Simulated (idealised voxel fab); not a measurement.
Title: Process Module voxel air gaps
cross-section cut | 250 nm wide | cells 5 nm
Throughout this document, each cross-section is represented as a grid of square cells and is presented as a sequence of bands enumerated from the top downward, where a band comprises one or more rows of cells. Band entry format. Leading values: height of top, height of bottom, nm. Remainder: materials in left-to-right order, each with its width in nm. Special words: "all across" on a single material, which then fills the band edge to edge; "blank", empty space. The level at which height equals 0 is the one under which the wafer, as it arrives, is entirely one material. No lower edge exists for the bottom band, which continues downward and is notated as in "z 0 and below". When a width is written as two numbers, as in "30 to 40", the first number is the width in the top row of cells of the band and the second is the width in its bottom row, and the width changes by the same amount from each row to the next. Take "left unchanged" at face value: in the step it is given for, the cross-section changed in none of its cells. Any empty space of 8 cells or more lacking an open way to the top shows up in "Sealed cavities" as width x height at distance, distance from the left edge, in nm. Formally, on a step line, whatever follows the settings is a remark that the simulator itself makes on the step. overlay nm: mask offset rightward from planned place, masked step; negative means leftward offset.

Steps in the process plan:
1: RECEIVE [material Si]
2: CONFORMAL_DEP [material SiO2] [thk nm 15]
3: CONFORMAL_DEP [material SiN] [thk nm 5]
4: DIRECTIONAL_DEP [material SiO2] [thk nm 35]
5: MASKED_ETCH [tone open] [mask id LINES] [width nm 25] [pitch nm 55] [etch materials SiO2] [depth nm 35] [overlay nm 0]
6: CONFORMAL_DEP [material TiN] [thk nm 5]
7: FILL_DEP [material Cu] [thk nm 5]
8: CMP [height nm 55]
9: EPI [material Ru] [thk nm 10]
10: SELECTIVE_ETCH [etch materials SiO2] [depth nm 45]
11: CONFORMAL_DEP [material SiCN] [thk nm 5]

Cross-section of the wafer upon arrival, representing the state reached after step 1:
z 0 and below: Si all across
Sealed cavities: none

Cross-section taken at module completion on the first of two wafers; processed per the plan:
z 70 to 65: 40 nm blank | 165 nm SiCN | 45 nm blank
z 65 to 55: 40 nm blank | 5 nm SiCN | 45 nm Ru | 10 nm SiCN | 45 nm Ru | 10 nm SiCN | 45 nm Ru | 5 nm SiCN | 45 nm blank
z 55 to 50: 40 nm blank | 15 nm SiCN | 5 nm TiN | 15 nm Cu | 5 nm TiN | 30 nm SiCN | 5 nm TiN | 15 nm Cu | 5 nm TiN | 30 nm SiCN | 5 nm TiN | 15 nm Cu | 5 nm TiN | 15 nm SiCN | 45 nm blank
z 50 to 25: 50 nm blank | 5 nm SiCN | 5 nm TiN | 15 nm Cu | 5 nm TiN | 5 nm SiCN | 20 nm blank | 5 nm SiCN | 5 nm TiN | 15 nm Cu | 5 nm TiN | 5 nm SiCN | 20 nm blank | 5 nm SiCN | 5 nm TiN | 15 nm Cu | 5 nm TiN | 5 nm SiCN | 55 nm blank
z 25 to 20: 55 nm SiCN | 25 nm TiN | 30 nm SiCN | 25 nm TiN | 30 nm SiCN | 25 nm TiN | 60 nm SiCN
z 20 to 15: SiN all across
z 15 to 0: SiO2 all across
z 0 and below: Si all across
Sealed cavities: 20 x 25 at 85; 20 x 25 at 140

Cross-sectional view of the second of two wafers upon completion of the module. This wafer shared its starting condition and process plan with the first; one error was made during its execution:
z 70 to 65: 30 nm blank | 165 nm SiCN | 55 nm blank
z 65 to 55: 30 nm blank | 5 nm SiCN | 45 nm Ru | 10 nm SiCN | 45 nm Ru | 10 nm SiCN | 45 nm Ru | 5 nm SiCN | 55 nm blank
z 55 to 50: 30 nm blank | 15 nm SiCN | 5 nm TiN | 15 nm Cu | 5 nm TiN | 30 nm SiCN | 5 nm TiN | 15 nm Cu | 5 nm TiN | 30 nm SiCN | 5 nm TiN | 15 nm Cu | 5 nm TiN | 15 nm SiCN | 55 nm blank
z 50 to 25: 40 nm blank | 5 nm SiCN | 5 nm TiN | 15 nm Cu | 5 nm TiN | 5 nm SiCN | 20 nm blank | 5 nm SiCN | 5 nm TiN | 15 nm Cu | 5 nm TiN | 5 nm SiCN | 20 nm blank | 5 nm SiCN | 5 nm TiN | 15 nm Cu | 5 nm TiN | 5 nm SiCN | 65 nm blank
z 25 to 20: 45 nm SiCN | 25 nm TiN | 30 nm SiCN | 25 nm TiN | 30 nm SiCN | 25 nm TiN | 70 nm SiCN
z 20 to 15: SiN all across
z 15 to 0: SiO2 all across
z 0 and below: Si all across
Sealed cavities: 20 x 25 at 75; 20 x 25 at 130
What was the processing mistake? the process deviated at step 5: the operation and settings actually run there were MASKED_ETCH [tone open] [mask id LINES] [width nm 25] [pitch nm 55] [etch materials SiO2] [depth nm 35] [overlay nm -10]
At the end, each material covers as many cells on the second wafer as it does on the first, though the cells it covers are elsewhere.
